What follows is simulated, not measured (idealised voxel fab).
You're looking at the process module voxel transistor to metal.
In the cross-section labelled cut, the width is 155 nm and each square cell is 5 nm.
Throughout this document, each cross-section is represented as a grid of square cells and is presented as a sequence of bands enumerated from the top downward, where a band comprises one or more rows of cells. In this notation a band is specified by the heights of its top and bottom, in that order and in nm, after which its materials appear from left to right, each paired with its width in nm. The word "everywhere" attached to a single material means that material fills the band from edge to edge; the word "blank" stands for empty space. All heights in this document are referenced to 0, defined as the level beneath which the wafer, as received, consists entirely of one material. The lowest band is not bounded below; it extends indefinitely downward and is written in the form "0 and below". Graded width ("30..40"): value in top row of band = first number; value in bottom row = second number; row-to-row change constant. "nothing changed", as given for a step, is the statement that not any cell of the cross-section underwent a change during that step. The entry titled "Closed void roster" provides the empty spaces that have no open way to the top, restricted to those of 8 cells or more. Each is presented as width x height at distance, the distance being measured from the left edge, with all three in nm. It should be noted that, on the line of a given step, the content following the step's settings is a remark produced by the simulator itself with respect to that step. The line of a step may include "overlay nm". On a step with a mask, this value is how far to the right of its planned place the mask lay. A negative value means the mask lay to the left.

# Set out below are the planned steps of the process
1,RECEIVE, material Si
2,CONFORMAL_DEP, material SiO2, thk nm 5
3,CONFORMAL_DEP, material SiN, thk nm 10
4,PATTERN, tone cover, mask id ACTIVE, material resist, width nm 105, thk nm 15, overlay nm 0
5,DIRECTIONAL_ETCH, etch materials SiN, depth nm 10
6,DIRECTIONAL_ETCH, etch materials SiO2, depth nm 5
7,DIRECTIONAL_ETCH, etch materials Si, depth nm 35
8,STRIP, etch materials resist
9,OXIDIZE, depth nm 5
10,FILL_DEP, material SiO2, thk nm 10
11,CMP, height nm 15
12,SELECTIVE_ETCH, etch materials SiO2, depth nm 10
13,STRIP, etch materials SiN
14,SELECTIVE_ETCH, etch materials SiO2, depth nm 5
15,OXIDIZE, depth nm 5
16,DIRECTIONAL_DEP, material polySi, thk nm 20
17,DIRECTIONAL_DEP, material SiCN, thk nm 10
18,MASKED_ETCH, tone cover, mask id GATE, width nm 25, etch materials SiCN, depth nm 20, overlay nm -10
19,MASKED_ETCH, tone cover, mask id GATE, width nm 25, etch materials polySi, depth nm 30, overlay nm 0
20,CONFORMAL_DEP, material SiN, thk nm 10
21,DIRECTIONAL_ETCH, etch materials SiN, depth nm 10
22,DIRECTIONAL_ETCH, etch materials SiO2, depth nm 5
23,EPI, material SiGe, thk nm 5
24,FILL_DEP, material SiO2, thk nm 10
25,CMP, height nm 30
26,DIRECTIONAL_DEP, material SiO2, thk nm 10
27,MASKED_ETCH, tone open, mask id CONTACT, width nm 25, pitch nm 60, etch materials SiO2, depth nm 40, overlay nm 0
28,CONFORMAL_DEP, material TiN, thk nm 5
29,FILL_DEP, material Ru, thk nm 5
30,CMP, height nm 40
31,CONFORMAL_DEP, material SiN, thk nm 5
32,DIRECTIONAL_DEP, material SiO2, thk nm 20
33,PATTERN, tone open, mask id METAL_1, material resist, width nm 15, pitch nm 70, thk nm 20, overlay nm 0
34,DIRECTIONAL_ETCH, etch materials SiO2, depth nm 20
35,DIRECTIONAL_ETCH, etch materials SiN, depth nm 5
36,STRIP, etch materials resist
37,CONFORMAL_DEP, material TiN, thk nm 5
38,FILL_DEP, material Cu, thk nm 5
39,CMP, height nm 65
40,EPI, material Ru, thk nm 5
41,FILL_DEP, material SiCN, thk nm 5
42,DIRECTIONAL_DEP, material lowk, thk nm 35
43,DIRECTIONAL_DEP, material aC, thk nm 15
44,PATTERN, tone open, mask id METAL_2, material resist, width nm 15, pitch nm 70, thk nm 30, overlay nm 0
45,DIRECTIONAL_ETCH, etch materials aC, depth nm 15
46,STRIP, etch materials resist
47,DIRECTIONAL_ETCH, etch materials lowk, depth nm 20
48,STRIP, etch materials aC
49,PATTERN, tone open, mask id METAL_2_HOLES, material resist, width nm 15, pitch nm 70, thk nm 15, overlay nm 0
50,DIRECTIONAL_ETCH, etch materials lowk, depth nm 15
51,DIRECTIONAL_ETCH, etch materials SiCN, depth nm 5
52,STRIP, etch materials resist
53,CONFORMAL_DEP, material TiN, thk nm 5
54,FILL_DEP, material Ru, thk nm 5
55,CMP, height nm 110
56,CONFORMAL_DEP, material SiCN, thk nm 5
Keep in mind the plan's value for the overlay nm of step 18 comes from the first wafer; the wafers don't share that setting, but they do share the same starting point.

# Received wafers, first of several: cross-section after step 1
* 0 and below | Si everywhere
* Closed void roster: none

# Gained (+) or lost (-) cells of each material since receipt, then closed voids: one row per wafer, at the end of the module
overlay nm -10, +8 Cu, +44 Ru, -115 Si, +87 SiCN, +10 SiGe, +49 SiN, +333 SiO2, +94 TiN, +175 lowk, +28 polySi, Closed void roster: none
overlay nm -5, +8 Cu, +50 Ru, -115 Si, +87 SiCN, +11 SiGe, +49 SiN, +330 SiO2, +94 TiN, +175 lowk, +24 polySi, Closed void roster: none
overlay nm 0, +8 Cu, +54 Ru, -115 Si, +87 SiCN, +12 SiGe, +49 SiN, +329 SiO2, +94 TiN, +175 lowk, +20 polySi, Closed void roster: none
overlay nm 5, +8 Cu, +50 Ru, -115 Si, +87 SiCN, +11 SiGe, +49 SiN, +330 SiO2, +94 TiN, +175 lowk, +24 polySi, Closed void roster: none
overlay nm 10, +8 Cu, +44 Ru, -115 Si, +87 SiCN, +10 SiGe, +49 SiN, +333 SiO2, +94 TiN, +175 lowk, +28 polySi, Closed void roster: none
